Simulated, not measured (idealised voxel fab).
process module | voxel released beams
Section shown: cut. Width: 255 nm. Cell size: 5 nm, square.
Notation: cross-section as square-cell grid; stated in bands, top first, going down; one or more cell rows per band.
It is stipulated that each band's entry specify, in nanometres, the height of the top of the band and then that of its bottom, followed by the materials of the band in left-to-right sequence, each together with its width in nanometres. A single material marked by the word "full width" is understood to fill the band from edge to edge; the word "air" is understood to denote empty space.
The reference from which all heights are counted is 0, the level beneath which the as-received wafer is entirely one material; the lowest band, having no lower bound, proceeds downward and is written after the example "0..down".
A width given as "30->40" starts at the first number in the band's top row and ends at the second number in its bottom row, shifting by an equal amount at every step from row to row.
"no change" for a step: no cell of the cross-section changed in that step.
The list in "Enclosed void inventory" covers empty spaces of 8 cells or more that cannot reach the top through any open way, and it gives each as width x height at distance; the distance is from the left edge, and width, height and distance are in nm.
Read whatever lies past the settings on a step's line as the simulator's own remark about the step.
Regarding "overlay nm": on a step with a mask, it is the distance the mask lay to the right of its planned place; a negative value places it to the left.
**So here's the lineup of process steps we planned**
1. RECEIVE, material Si
2. CONFORMAL_DEP, material SiN, thk nm 5
3. DIRECTIONAL_DEP, material SiO2, thk nm 20
4. MASKED_ETCH, tone open, mask id ANCHOR, width nm 40, etch materials SiO2, depth nm 20, overlay nm 0
5. CONFORMAL_DEP, material TiN, thk nm 15
6. DIRECTIONAL_DEP, material aC, thk nm 10
7. PATTERN, tone cover, mask id BEAM, material resist, width nm 85, thk nm 25, overlay nm 0
8. DIRECTIONAL_ETCH, etch materials aC, depth nm 10
9. STRIP, etch materials resist
10. DIRECTIONAL_ETCH, etch materials TiN, depth nm 15
11. STRIP, etch materials aC
12. STRIP, etch materials SiO2
**first wafer, as planned**
**Cross-section of the incoming wafer, state after step 1**
    0..down = Si full width
    Enclosed void inventory: none
**The following cross-section depicts the wafer upon completion of step 2**
    5..0 = SiN full width
    At heights below 0, the structure remains unaltered.
**The following cross-section depicts the wafer upon completion of step 3**
    25..5 = SiO2 full width
    At heights below 5, the structure remains unaltered.
**The following cross-section depicts the wafer upon completion of step 4**
    25..5 = SiO2=85, then air=40, then SiO2=130
    At heights below 5, the structure remains unaltered.
**The following cross-section depicts the wafer upon completion of step 5**
    40..25 = TiN=100, then air=10, then TiN=145
    25..20 = SiO2=85, then TiN=15, then air=10, then TiN=15, then SiO2=130
    20..5 = SiO2=85, then TiN=40, then SiO2=130
    At heights below 5, the structure remains unaltered.
**The following cross-section depicts the wafer upon completion of step 6**
    50..40 = aC=100, then air=10, then aC=145
    40..30 = TiN=100, then air=10, then TiN=145
    30..25 = TiN=100, then aC=10, then TiN=145
    25..20 = SiO2=85, then TiN=15, then aC=10, then TiN=15, then SiO2=130
    At heights below 20, the structure remains unaltered.
**The following cross-section depicts the wafer upon completion of step 7**
    75..50 = air=80, then resist=85, then air=90
    50..40 = aC=100, then resist=10, then aC=145
    40..30 = TiN=100, then resist=10, then TiN=145
    At heights below 30, the structure remains unaltered.
**The following cross-section depicts the wafer upon completion of step 8**
    65..50 = air=80, then resist=85, then air=90
    50..40 = air=80, then aC=20, then resist=10, then aC=55, then air=90
    At heights below 40, the structure remains unaltered.
**The following cross-section depicts the wafer upon completion of step 9**
    50..40 = air=80, then aC=20, then air=10, then aC=55, then air=90
    40..30 = TiN=100, then air=10, then TiN=145
    At heights below 30, the structure remains unaltered.
**The following cross-section depicts the wafer upon completion of step 10**
    50..40 = air=80, then aC=20, then air=10, then aC=55, then air=90
    40..30 = air=80, then TiN=20, then air=10, then TiN=55, then air=90
    30..25 = air=80, then TiN=20, then aC=10, then TiN=55, then air=90
    At heights below 25, the structure remains unaltered.
**The following cross-section depicts the wafer upon completion of step 11**
    40..25 = air=80, then TiN=20, then air=10, then TiN=55, then air=90
    25..20 = SiO2=85, then TiN=15, then air=10, then TiN=15, then SiO2=130
    At heights below 20, the structure remains unaltered.
**The following cross-section depicts the wafer upon completion of step 12**
    40..25 = air=80, then TiN=20, then air=10, then TiN=55, then air=90
    25..20 = air=85, then TiN=15, then air=10, then TiN=15, then air=130
    20..5 = air=85, then TiN=40, then air=130
    At heights below 5, the structure remains unaltered.
**Second Wafer (Identical Start and Plan, One Processing Error; Matches First Wafer Through Step 1)**
**The second wafer cut through, at the time step 2 was supposed to be finished**
    20..0 = SiO2 full width
    At heights below 0, the structure remains unaltered.
**The second wafer cut through, at the time step 3 was supposed to be finished**
    25..20 = SiN full width
    At heights below 20, the structure remains unaltered.
The second wafer cut through, at the time step 4 was supposed to be finished: no change
**The second wafer cut through, at the time step 5 was supposed to be finished**
    40..25 = TiN full width
    At heights below 25, the structure remains unaltered.
**The second wafer cut through, at the time step 6 was supposed to be finished**
    50..40 = aC full width
    At heights below 40, the structure remains unaltered.
**The second wafer cut through, at the time step 7 was supposed to be finished**
    75..50 = air=80, then resist=85, then air=90
    At heights below 50, the structure remains unaltered.
**The second wafer cut through, at the time step 8 was supposed to be finished**
    65..50 = air=80, then resist=85, then air=90
    50..40 = air=80, then aC=85, then air=90
    At heights below 40, the structure remains unaltered.
**The second wafer cut through, at the time step 9 was supposed to be finished**
    50..40 = air=80, then aC=85, then air=90
    At heights below 40, the structure remains unaltered.
**The second wafer cut through, at the time step 10 was supposed to be finished**
    50..40 = air=80, then aC=85, then air=90
    40..25 = air=80, then TiN=85, then air=90
    At heights below 25, the structure remains unaltered.
**The second wafer cut through, at the time step 11 was supposed to be finished**
    40..25 = air=80, then TiN=85, then air=90
    At heights below 25, the structure remains unaltered.
The second wafer cut through, at the time step 12 was supposed to be finished: no change
Nonconformance to the process plan: order of steps 2 and 3 inverted relative to the plan
In the final state, the cell counts of the second wafer exceed or fall short of those of the first for the following materials: SiO2 +204; TiN -24
